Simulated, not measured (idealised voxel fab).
The process module that follows is named voxel self aligned vias.
FYI the section here is cut, 245 nm wide, cells are 5 nm squares.
How to read a cross-section here: the picture is a grid of square cells, written as bands going from the top down, and any band can span one or more rows of cells. Heights first: top, then bottom, in nm. Then materials, left to right, each with a width in nm. "edge to edge" on a single material: fills the band edge to edge. "empty": empty space. The level at which height equals 0 is the one under which the wafer, as it arrives, is entirely one material. No lower edge exists for the bottom band, which continues downward and is notated as in "from 0 down". It should be noted that a width expressed as "30->40" varies in equal increments from row to row of cells within the band, taking the value of the first number at the top row and that of the second number at the bottom row. When a step is marked "no change", none of the cells in the cross-section changed during that step. Enclosed voids (no open way to top), threshold 8 cells or more, entry "Encapsulated voids", notation width x height at distance, distance from left edge, nm. Post-settings text on a step line: simulator's own remark regarding the step. overlay nm: where the mask lay relative to plan, measured to the right, on steps with a mask; negatives go left.

# Steps in the process plan
1 RECEIVE, material Si
2 CONFORMAL_DEP, material SiO2, thk nm 10
3 CONFORMAL_DEP, material SiCN, thk nm 5
4 DIRECTIONAL_DEP, material lowk, thk nm 25
5 DIRECTIONAL_DEP, material aC, thk nm 15
6 PATTERN, tone open, mask id LINES, material resist, width nm 25, pitch nm 60, thk nm 35, overlay nm 0
7 DIRECTIONAL_ETCH, etch materials aC, depth nm 15
8 STRIP, etch materials resist
9 DIRECTIONAL_ETCH, etch materials lowk, depth nm 25
10 STRIP, etch materials aC
11 CONFORMAL_DEP, material TiN, thk nm 5
12 FILL_DEP, material W, thk nm 5
13 CMP, height nm 40
14 SELECTIVE_ETCH, etch materials W Ru TiN, depth nm 5
15 FILL_DEP, material SiN, thk nm 10
16 CMP, height nm 40
17 DIRECTIONAL_DEP, material lowk, thk nm 20
18 DIRECTIONAL_DEP, material aC, thk nm 10
19 PATTERN, tone open, mask id VIAS, material resist, width nm 35, pitch nm 60, thk nm 25, overlay nm 0
20 DIRECTIONAL_ETCH, etch materials aC, depth nm 10
21 STRIP, etch materials resist
22 DIRECTIONAL_ETCH, etch materials lowk, depth nm 20
23 DIRECTIONAL_ETCH, etch materials SiN, depth nm 5
24 STRIP, etch materials aC
25 CONFORMAL_DEP, material TiN, thk nm 5
26 FILL_DEP, material Ru, thk nm 10
27 CMP, height nm 60
28 CONFORMAL_DEP, material SiN, thk nm 5

# As-received wafer cross-section (after step 1)
  from 0 down: Si edge to edge
  Encapsulated voids: none

# Module complete - cross-section of the first of two wafers, run according to plan
  from 65 to 60: SiN edge to edge
  from 60 to 45: 75 lowk, 5 TiN, 25 Ru, 5 TiN, 25 lowk, 5 TiN, 25 Ru, 5 TiN, 75 lowk
  from 45 to 40: 75 lowk, 10 TiN, 15 Ru, 10 TiN, 25 lowk, 10 TiN, 15 Ru, 10 TiN, 75 lowk
  from 40 to 35: 80 lowk, 25 TiN, 35 lowk, 25 TiN, 80 lowk
  from 35 to 20: 80 lowk, 5 TiN, 15 W, 5 TiN, 35 lowk, 5 TiN, 15 W, 5 TiN, 80 lowk
  from 20 to 15: 80 lowk, 25 TiN, 35 lowk, 25 TiN, 80 lowk
  from 15 to 10: SiCN edge to edge
  from 10 to 0: SiO2 edge to edge
  from 0 down: Si edge to edge
  Encapsulated voids: none

# Cross-sectional image of the second wafer of the two following completion of the module. Starting state and process plan were the same as for the first wafer; one execution error occurred
  from 65 to 60: SiN edge to edge
  from 60 to 45: 75 lowk, 5 TiN, 25 Ru, 5 TiN, 25 lowk, 5 TiN, 25 Ru, 5 TiN, 75 lowk
  from 45 to 40: 75 lowk, 10 TiN, 15 Ru, 10 TiN, 25 lowk, 10 TiN, 15 Ru, 10 TiN, 75 lowk
  from 40 to 35: 80 lowk, 25 TiN, 35 lowk, 25 TiN, 80 lowk
  from 35 to 20: 80 lowk, 5 TiN, 15 W, 5 TiN, 35 lowk, 5 TiN, 15 W, 5 TiN, 80 lowk
  from 20 to 15: 80 lowk, 25 TiN, 35 lowk, 25 TiN, 80 lowk
  from 15 to 5: SiO2 edge to edge
  from 5 to 0: SiCN edge to edge
  from 0 down: Si edge to edge
  Encapsulated voids: none
Deviation from plan: contrary to the plan, steps 2 and 3 were processed in exchanged order
At the close, every material occupies the same number of cells on the second wafer as on the first, only in different positions.
